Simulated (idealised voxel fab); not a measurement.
Process module name: voxel fin reveal
For reference, the cross-section in this document is cut, with width 170 nm and square cells of 5 nm.
Square cells in a grid make up a cross-section in this document, and the grid is given as bands, listed from the top down, each one or more rows of cells. For a band, the entry starts with two heights in nm, that of the top and then that of the bottom, and carries on with the band's materials in order from left to right, each alongside its width in nm; the word "full width" beside a single material means it fills the band edge to edge, and "blank" means empty space. Measure heights from 0. That's the level where, below it, the as-received wafer is all one material. The lowest band is bottomless and extends downward; write it as in "z 0 and below". You'd read "30->40" like this: the band's top row of cells is as wide as the first number, its bottom row is as wide as the second, and going down, every row changes width by the same amount as the row before did. The cross-section has no changed cell in any step marked "nothing changed". The label "Enclosed cavity list" introduces a list of the empty spaces, 8 cells or larger, that have no open way up to the top; each entry in it reads width x height at distance, where the distance is taken from the left edge and all three are stated in nm. If you see something after the settings on a step's line, that's the simulator's own remark about that step. overlay nm: mask offset rightward from planned place, masked step; negative means leftward offset.
### Process steps - plan
| 1 | RECEIVE, material Si |
| 2 | CONFORMAL_DEP, material SiN, thk nm 5 |
| 3 | PATTERN, tone cover, mask id FINS, material resist, width nm 15, pitch nm 40, thk nm 20, overlay nm 0 |
| 4 | DIRECTIONAL_ETCH, etch materials SiN, depth nm 5 |
| 5 | DIRECTIONAL_ETCH, etch materials Si, depth nm 35 |
| 6 | STRIP, etch materials resist |
| 7 | FILL_DEP, material SiO2, thk nm 15 |
| 8 | CMP, height nm 5 |
| 9 | SELECTIVE_ETCH, etch materials SiO2, depth nm 20 |
| 10 | STRIP, etch materials SiN |
### So, the first of our two wafers, run just as we planned it
### Cross-section of the wafer as it came to us, i.e., already through step 1
z 0 and below | Si full width
Enclosed cavity list: none
### Wafer xsec, post step 2
z 5 to 0 | SiN full width
All layers under 0 are left as they were.
### Wafer xsec, post step 3
z 25 to 5 | blank: 55, resist: 15, blank: 25, resist: 15, blank: 60
All layers under 5 are left as they were.
### Wafer xsec, post step 4
z 25 to 5 | blank: 55, resist: 15, blank: 25, resist: 15, blank: 60
z 5 to 0 | blank: 55, SiN: 15, blank: 25, SiN: 15, blank: 60
All layers under 0 are left as they were.
### Wafer xsec, post step 5
z 25 to 5 | blank: 55, resist: 15, blank: 25, resist: 15, blank: 60
z 5 to 0 | blank: 55, SiN: 15, blank: 25, SiN: 15, blank: 60
z 0 to -35 | blank: 55, Si: 15, blank: 25, Si: 15, blank: 60
All layers under -35 are left as they were.
### Wafer xsec, post step 6
z 5 to 0 | blank: 55, SiN: 15, blank: 25, SiN: 15, blank: 60
All layers under 0 are left as they were.
### Wafer xsec, post step 7
z 20 to 5 | SiO2 full width
z 5 to 0 | SiO2: 55, SiN: 15, SiO2: 25, SiN: 15, SiO2: 60
z 0 to -35 | SiO2: 55, Si: 15, SiO2: 25, Si: 15, SiO2: 60
All layers under -35 are left as they were.
### Wafer xsec, post step 8
z 5 to 0 | SiO2: 55, SiN: 15, SiO2: 25, SiN: 15, SiO2: 60
All layers under 0 are left as they were.
### Wafer xsec, post step 9
z 5 to 0 | blank: 55, SiN: 15, blank: 25, SiN: 15, blank: 60
z 0 to -15 | blank: 55, Si: 15, blank: 25, Si: 15, blank: 60
All layers under -15 are left as they were.
### Wafer xsec, post step 10
z 0 to -15 | blank: 55, Si: 15, blank: 25, Si: 15, blank: 60
All layers under -15 are left as they were.
### The remaining wafer, second of the two, started like the first and was run to the same plan, except that one mistake was made along the way; the two coincide through step 8, inclusive
### Planned end of step 9: second wafer, cross-section
z 5 to 0 | SiO2: 55, blank: 15, SiO2: 25, blank: 15, SiO2: 60
All layers under 0 are left as they were.
### Planned end of step 10: second wafer, cross-section
z 0 to -15 | blank: 55, Si: 15, blank: 25, Si: 15, blank: 60
z -15 to -20 | SiO2: 35, blank: 20, Si: 15, blank: 25, Si: 15, blank: 20, SiO2: 40
All layers under -20 are left as they were.
what went wrong: the executed order of steps 9 and 10 is the reverse of that specified in the plan, each step having taken the other's position
Materials where the second wafer ends with more or fewer cells than the first: 13 fewer of SiO2
